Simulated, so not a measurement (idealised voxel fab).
You're looking at the process module voxel capacitor over wiring.
Section cut is 220 nm wide and gridded with 5 nm square cells.
The cross-sections in this document take the form of a grid made of square cells. They are written out as bands, in order from top to bottom. Each band consists of one or more rows of cells.
Each band's line starts with the height of the band's top and of its bottom, in nm. Then come its materials from left to right, each with its width in nm. One material with "full width" fills the band from edge to edge. "empty" is empty space.
Heights are expressed relative to 0, this being the level below which the as-received wafer comprises one material exclusively. The lowest band is unbounded in the downward direction and is denoted as in "0 nm and below".
A two-number width, for instance "30..40", indicates that the width is equal to the first number in the top row of the band and to the second number in the bottom row, and that it changes by a constant amount per row of cells.
"remained the same", as given for a step, is the statement that not any cell of the cross-section underwent a change during that step.
Empty spaces without an open route to the top, at least 8 cells in extent, make up the entry "Fully closed voids"; each is given as width x height at distance, where the distance is measured from the left edge, and all are in nm.
It should be noted that, on the line of a given step, the content following the step's settings is a remark produced by the simulator itself with respect to that step.
Steps that use a mask can have "overlay nm" on their line. It says how far the mask sat to the right of where it was meant to be. Negative means to the left.

**The following list gives the planned process steps**
step 1: RECEIVE: material Si
step 2: CONFORMAL_DEP: material SiO2, thk nm 10
step 3: CONFORMAL_DEP: material SiCN, thk nm 5
step 4: DIRECTIONAL_DEP: material lowk, thk nm 15
step 5: PATTERN: tone open, mask id METAL_1, material resist, width nm 30, pitch nm 85, thk nm 15, overlay nm 0
step 6: DIRECTIONAL_ETCH: etch materials lowk, depth nm 15
step 7: DIRECTIONAL_ETCH: etch materials SiCN, depth nm 5
step 8: STRIP: etch materials resist
step 9: CONFORMAL_DEP: material TiN, thk nm 5
step 10: FILL_DEP: material W, thk nm 10
step 11: CMP: height nm 30
step 12: CONFORMAL_DEP: material SiCN, thk nm 5
step 13: DIRECTIONAL_DEP: material lowk, thk nm 10
step 14: DIRECTIONAL_DEP: material aC, thk nm 15
step 15: PATTERN: tone open, mask id PLUG_1, material resist, width nm 15, thk nm 30, overlay nm 0
step 16: DIRECTIONAL_ETCH: etch materials aC, depth nm 15
step 17: STRIP: etch materials resist
step 18: DIRECTIONAL_ETCH: etch materials lowk, depth nm 10
step 19: DIRECTIONAL_ETCH: etch materials SiCN, depth nm 5
step 20: STRIP: etch materials aC
step 21: EPI: material Ru, thk nm 10
step 22: EPI: material Ru, thk nm 5
step 23: DIRECTIONAL_DEP: material TiN, thk nm 5
step 24: DIRECTIONAL_DEP: material Al2O3, thk nm 5
step 25: DIRECTIONAL_DEP: material TiN, thk nm 5
step 26: PATTERN: tone cover, mask id UPPER_PLATE, material resist, width nm 60, thk nm 20, overlay nm 0
step 27: DIRECTIONAL_ETCH: etch materials TiN, depth nm 5
step 28: DIRECTIONAL_ETCH: etch materials Al2O3, depth nm 5
step 29: STRIP: etch materials resist
step 30: DIRECTIONAL_DEP: material aC, thk nm 15
step 31: PATTERN: tone cover, mask id LOWER_PLATE, material resist, width nm 70, thk nm 30, overlay nm 0
step 32: DIRECTIONAL_ETCH: etch materials aC, depth nm 15
step 33: STRIP: etch materials resist
step 34: DIRECTIONAL_ETCH: etch materials TiN, depth nm 5
step 35: STRIP: etch materials aC
step 36: FILL_DEP: material SiO2, thk nm 20
step 37: CMP: height nm 75
step 38: PATTERN: tone open, mask id PLUG_2, material resist, width nm 15, thk nm 15, overlay nm 0
step 39: DIRECTIONAL_ETCH: etch materials SiO2, depth nm 15
step 40: STRIP: etch materials resist
step 41: CONFORMAL_DEP: material TiN, thk nm 5
step 42: FILL_DEP: material Cu, thk nm 10
step 43: CMP: height nm 75
step 44: CONFORMAL_DEP: material SiN, thk nm 5

**As-received state of the wafer in cross-section, equivalent to post-step 1**
> 0 nm and below: Si full width
> Fully closed voids: none

**The first of the two wafers as seen in cross-section once the module was finished; processing followed the plan**
> 80 nm to 75 nm: SiN full width
> 75 nm to 65 nm: SiO2 75, then TiN 5, then Cu 5, then TiN 5, then SiO2 130
> 65 nm to 55 nm: SiO2 75..65, then TiN 15..60, then SiO2 130..95
> 55 nm to 50 nm: SiO2 65, then Al2O3 60, then SiO2 95
> 50 nm to 45 nm: SiO2 60, then TiN 70, then SiO2 90
> 45 nm to 35 nm: lowk 65, then Ru 15, then lowk 140
> 35 nm to 30 nm: SiCN 65, then Ru 15, then SiCN 140
> 30 nm to 15 nm: lowk 50, then TiN 5, then W 20, then TiN 5, then lowk 55, then TiN 5, then W 20, then TiN 5, then lowk 55
> 15 nm to 10 nm: SiCN 50, then TiN 30, then SiCN 55, then TiN 30, then SiCN 55
> 10 nm to 0 nm: SiO2 full width
> 0 nm and below: Si full width
> Fully closed voids: none

**Cross-section of the latter of the two wafers at module completion. It had an identical start and an identical plan to the former; in running it, one mistake was made**
> 80 nm to 75 nm: SiN full width
> 75 nm to 65 nm: SiO2 75, then TiN 5, then Cu 5, then TiN 5, then SiO2 130
> 65 nm to 55 nm: SiO2 75..70, then TiN 15..55, then SiO2 130..95
> 55 nm to 50 nm: SiO2 65, then Al2O3 60, then SiO2 95
> 50 nm to 45 nm: SiO2 65, then TiN 75, then SiO2 80
> 45 nm to 35 nm: lowk 65, then Ru 15, then lowk 140
> 35 nm to 30 nm: SiCN 65, then Ru 15, then SiCN 140
> 30 nm to 15 nm: lowk 50, then TiN 5, then W 20, then TiN 5, then lowk 55, then TiN 5, then W 20, then TiN 5, then lowk 55
> 15 nm to 10 nm: SiCN 50, then TiN 30, then SiCN 55, then TiN 30, then SiCN 55
> 10 nm to 0 nm: SiO2 full width
> 0 nm and below: Si full width
> Fully closed voids: none
It is concluded that the wafer was processed incorrectly with respect to the plan, in that step 31 ran with different settings than intended, the actual operation and settings being PATTERN: tone cover, mask id LOWER_PLATE, material resist, width nm 70, thk nm 30, overlay nm 10
At the end, the second wafer has the same number of cells of each material as the first, but those cells sit in other places.
